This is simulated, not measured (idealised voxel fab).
The following is a process module called voxel wiring stack.
Pictured: cross-section cut, 255 nm wide, on a grid of 5 nm square cells.
Each cross-section below is a grid of square cells, stated as bands in top-down order, with one or more rows of cells making up each band.
Heads up on the band format: heights come first, top then bottom, in nm. After that it's the materials left to right, each with its width in nm. A single material flagged "full width" fills the whole band edge to edge, and "air" means there's empty space there.
Height reference: 0 = level under which incoming wafer is all one material. Lowest band: no bottom, runs on downward, e.g. "0 down".
Quick explanation for "30 to 40": the width changes in equal steps down the rows of cells, from the first number in the band's top row to the second number in its bottom row.
You'll sometimes find "nothing altered" written for a step, and that's the way of saying that nowhere in the cross-section did a cell change during that step.
"Enclosed void inventory" contains a list of empty spaces, each no smaller than 8 cells and without an open way to the top, written in the form width x height at distance with the distance from the left edge and all three in nm.
after a step's settings: what the simulator itself notes on the step
"overlay nm" on a masked step: distance the mask lay right of its planned place, negative for left.
Process steps (planned)
- 1: RECEIVE,material Si
- 2: CONFORMAL_DEP,material SiO2,thk nm 15
- 3: CONFORMAL_DEP,material SiCN,thk nm 5
- 4: DIRECTIONAL_DEP,material lowk,thk nm 15
- 5: DIRECTIONAL_DEP,material aC,thk nm 15
- 6: PATTERN,tone open,mask id METAL_1,material resist,width nm 25,pitch nm 50,thk nm 30,overlay nm 0
- 7: DIRECTIONAL_ETCH,etch materials aC,depth nm 15
- 8: STRIP,etch materials resist
- 9: DIRECTIONAL_ETCH,etch materials lowk,depth nm 15
- 10: DIRECTIONAL_ETCH,etch materials SiCN,depth nm 5
- 11: STRIP,etch materials aC
- 12: CONFORMAL_DEP,material TiN,thk nm 5
- 13: FILL_DEP,material Cu,thk nm 5
- 14: CMP,height nm 35
- 15: CONFORMAL_DEP,material SiCN,thk nm 5
- 16: DIRECTIONAL_DEP,material lowk,thk nm 15
- 17: DIRECTIONAL_DEP,material aC,thk nm 15
- 18: PATTERN,tone open,mask id PLUG_1,material resist,width nm 15,pitch nm 50,thk nm 35,overlay nm 0
- 19: DIRECTIONAL_ETCH,etch materials aC,depth nm 15
- 20: STRIP,etch materials resist
- 21: DIRECTIONAL_ETCH,etch materials lowk,depth nm 15
- 22: DIRECTIONAL_ETCH,etch materials SiCN,depth nm 5
- 23: STRIP,etch materials aC
- 24: EPI,material Ru,thk nm 10
- 25: EPI,material Ru,thk nm 10
- 26: CONFORMAL_DEP,material SiN,thk nm 5
- 27: DIRECTIONAL_DEP,material lowk,thk nm 15
- 28: MASKED_ETCH,tone open,mask id METAL_2,width nm 25,pitch nm 50,etch materials lowk,depth nm 15,overlay nm 0
- 29: MASKED_ETCH,tone open,mask id METAL_2,width nm 25,pitch nm 50,etch materials SiN,depth nm 5,overlay nm 0
- 30: CONFORMAL_DEP,material TiN,thk nm 5
- 31: FILL_DEP,material W,thk nm 5
- 32: CMP,height nm 75
- 33: CONFORMAL_DEP,material SiCN,thk nm 5
- 34: DIRECTIONAL_DEP,material SiO2,thk nm 15
- 35: PATTERN,tone open,mask id PLUG_2,material resist,width nm 15,pitch nm 50,thk nm 15,overlay nm 0
- 36: DIRECTIONAL_ETCH,etch materials SiO2,depth nm 15
- 37: DIRECTIONAL_ETCH,etch materials SiCN,depth nm 5
- 38: STRIP,etch materials resist
- 39: EPI,material Ru,thk nm 10
- 40: EPI,material Ru,thk nm 10
- 41: DIRECTIONAL_DEP,material TiN,thk nm 5
- 42: DIRECTIONAL_DEP,material W,thk nm 15
- 43: DIRECTIONAL_DEP,material aC,thk nm 10
- 44: PATTERN,tone cover,mask id METAL_3,material resist,width nm 25,pitch nm 50,thk nm 25,overlay nm 0
- 45: DIRECTIONAL_ETCH,etch materials aC,depth nm 10
- 46: STRIP,etch materials resist
- 47: DIRECTIONAL_ETCH,etch materials W,depth nm 15
- 48: DIRECTIONAL_ETCH,etch materials TiN,depth nm 5
- 49: STRIP,etch materials aC
- 50: CONFORMAL_DEP,material SiCN,thk nm 5
- 51: FILL_DEP,material SiO2,thk nm 10
- 52: CMP,height nm 115
- 53: CONFORMAL_DEP,material SiCN,thk nm 5
As received (post step 1): cross-section
0 down = Si full width
Enclosed void inventory: none
Figure: cross-sectional view of the wafer upon completion of the module, processed from the initial state and according to the plan depicted above, with one error introduced during execution
120 to 115 = SiCN full width
115 to 100 = SiO2: 85 / SiCN: 5 / W: 25 / SiCN: 5 / SiO2: 15 / SiCN: 5 / W: 25 / SiCN: 5 / SiO2: 85
100 to 95 = SiCN: 90 / TiN: 25 / SiCN: 25 / TiN: 25 / SiCN: 90
95 to 80 = SiO2: 90 / Ru: 15 / SiO2: 35 / Ru: 15 / SiO2: 100
80 to 75 = SiCN: 90 / Ru: 15 / SiCN: 35 / Ru: 15 / SiCN: 100
75 to 70 = W: 70 / TiN: 5 / lowk: 15 / TiN: 5 / W: 15 / TiN: 5 / lowk: 5 / TiN: 5 / lowk: 15 / TiN: 5 / W: 15 / TiN: 5 / lowk: 5 / TiN: 5 / W: 80
70 to 65 = TiN: 75 / lowk: 15 / TiN: 5 / W: 15 / TiN: 5 / lowk: 5 / TiN: 5 / lowk: 15 / TiN: 5 / W: 15 / TiN: 5 / lowk: 5 / TiN: 85
65 to 60 = lowk: 90 / TiN: 5 / W: 15 / TiN: 5 / lowk: 25 / TiN: 5 / W: 15 / TiN: 5 / lowk: 90
60 to 55 = lowk: 75 / SiN: 15 / TiN: 25 / SiN: 5 / lowk: 5 / SiN: 15 / TiN: 25 / SiN: 5 / lowk: 85
55 to 50 = lowk: 75 / SiN: 5 / Ru: 35 / SiN: 5 / lowk: 5 / SiN: 5 / Ru: 35 / SiN: 5 / lowk: 85
50 to 45 = SiN: 80 / Ru: 35 / SiN: 15 / Ru: 35 / SiN: 90
45 to 40 = lowk: 90 / Ru: 15 / lowk: 35 / Ru: 15 / lowk: 100
40 to 35 = SiCN: 90 / Ru: 15 / SiCN: 35 / Ru: 15 / SiCN: 100
35 to 20 = lowk: 90 / TiN: 5 / Cu: 15 / TiN: 5 / lowk: 25 / TiN: 5 / Cu: 15 / TiN: 5 / lowk: 90
20 to 15 = SiCN: 90 / TiN: 25 / SiCN: 25 / TiN: 25 / SiCN: 90
15 to 0 = SiO2 full width
0 down = Si full width
Enclosed void inventory: none
Diagnosis: step 16 off recipe, ran as DIRECTIONAL_DEP,material lowk,thk nm 5
